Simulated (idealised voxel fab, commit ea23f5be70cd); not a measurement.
The document below concerns the process module designated voxel ribs on slabs.
The figure presents cross-section cut, which has a width of 215 nm and is divided into square cells with an edge length of 5 nm.
Cross-sections here: square-cell grids, written as top-down lists of bands, a band being one or more rows of cells.
Top height, bottom height, nm. Materials left to right, width each, nm. Single material + "edge to edge" = fills band edge to edge. "blank" = empty.
For the purposes of this specification, 0 denotes the height below which the wafer in its as-received condition is composed wholly of one material, and the lowermost band, lacking a lower limit, extends downward without end, as expressed in "z 0 and below".
Width: "30..40" (first number = top row, second number = bottom row, same change from row to row of cells).
"nothing changed" for a step: no cell of the cross-section changed in that step.
Enclosed voids (no open way to top), threshold 8 cells or more, entry "Enclosed cavity list", notation width x height at distance, distance from left edge, nm.
Formally, on a step line, whatever follows the settings is a remark that the simulator itself makes on the step.
overlay nm: how far to the right of its planned place the mask lay on this masked step (negative: to the left).

## plan
1: RECEIVE: material Si
2: DIRECTIONAL_DEP: material SiO2, thk nm 20
3: DIRECTIONAL_DEP: material polySi, thk nm 25
4: PATTERN: tone cover, mask id RIB, material resist, width nm 30, thk nm 20, overlay nm 0
5: DIRECTIONAL_ETCH: etch materials polySi, depth nm 20
6: STRIP: etch materials resist
7: MASKED_ETCH: tone cover, mask id SLAB, width nm 70, etch materials polySi, depth nm 5, overlay nm 0
8: FILL_DEP: material SiO2, thk nm 25
9: CMP: height nm 65
10: DIRECTIONAL_DEP: material W, thk nm 10
11: MASKED_ETCH: tone cover, mask id HEATER, width nm 40, etch materials W, depth nm 10, overlay nm 0
12: CONFORMAL_DEP: material SiO2, thk nm 10

## Cross-section: wafer on arrival = after step 1
- z 0 and below  Si edge to edge
- Enclosed cavity list: none

## Here's the cross-section of the first of our two wafers at the end of the module - it ran as planned
- z 85 to 75  blank (75); SiO2 (60); blank (80)
- z 75 to 65  SiO2 (85); W (40); SiO2 (90)
- z 65 to 45  SiO2 edge to edge
- z 45 to 25  SiO2 (90); polySi (30); SiO2 (95)
- z 25 to 20  SiO2 (70); polySi (70); SiO2 (75)
- z 20 to 0  SiO2 edge to edge
- z 0 and below  Si edge to edge
- Enclosed cavity list: none

## Module end: cross-section of wafer two of two. Same start and process plan as the first wafer. One mistake during execution
- z 85 to 75  blank (75); SiO2 (60); blank (80)
- z 75 to 65  SiO2 (85); W (40); SiO2 (90)
- z 65 to 45  SiO2 edge to edge
- z 45 to 40  SiO2 (70); polySi (20); SiO2 (30); polySi (20); SiO2 (75)
- z 40 to 25  polySi (90); SiO2 (30); polySi (95)
- z 25 to 20  polySi edge to edge
- z 20 to 0  SiO2 edge to edge
- z 0 and below  Si edge to edge
- Enclosed cavity list: none
The mistake made against the process plan was this: off-plan run, step 4, actual operation and settings PATTERN: tone open, mask id RIB, material resist, width nm 30, thk nm 20, overlay nm 0
The second wafer ends with more or fewer cells of some materials than the first, per final count: SiO2: 124 fewer, polySi: 124 more
